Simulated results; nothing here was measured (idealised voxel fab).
process module | voxel tone inversion
cross-section cut | 160 nm wide | cells 5 nm
A cross-section is a grid of square cells, given in bands from the top down. A band is one or more rows of cells.
Each band's line starts with the height of the band's top and of its bottom, in nm. Then come its materials from left to right, each with its width in nm. One material with "throughout" fills the band from edge to edge. "air" is empty space.
Height 0 is the level under which the wafer as received is all one material. The lowest band goes on downwards, as in "0 down".
A width such as "30 to 40" changes by the same amount from each row of cells to the next, from the band's top row to its bottom row.
"no change" after a step means that no cell of the cross-section changed.
closed voids: empty space of 8 cells or more with no open way to the top, each as width x height at its distance from the left edge, in nm
after a step's settings: what the simulator itself notes on the step
overlay nm, on a step with a mask: how far to the right of its planned place the mask lay; to the left if negative
plan
1 op RECEIVE | material Si
2 op CONFORMAL_DEP | material SiCN | thk nm 5
3 op DIRECTIONAL_DEP | material aC | thk nm 15
4 op PATTERN | tone cover | mask id POSTS | material resist | width nm 20 | pitch nm 35 | thk nm 25 | overlay nm 0
5 op DIRECTIONAL_ETCH | etch materials aC | depth nm 15
6 op STRIP | etch materials resist
7 op FILL_DEP | material SiO2 | thk nm 10
8 op CMP | height nm 20
9 op STRIP | etch materials aC
as received, after step 1
  0 down: Si throughout
  closed voids: none
first wafer at the end, as planned
  20 to 5: SiO2 15 | air 20 | SiO2 15 | air 20 | SiO2 15 | air 20 | SiO2 15 | air 20 | SiO2 20
  5 to 0: SiCN throughout
  0 down: Si throughout
  closed voids: none
second wafer at the end: like start, like plan, one mistake
  20 to 15: SiO2 throughout
  15 to 0: SiO2 15 | aC 20 | SiO2 15 | aC 20 | SiO2 15 | aC 20 | SiO2 15 | aC 20 | SiO2 20
  0 down: Si throughout
  closed voids: none
what went wrong: step 2 was left out
at the end the second wafer has, in cells: 32 fewer of SiCN | 32 more of SiO2 | 48 more of aC
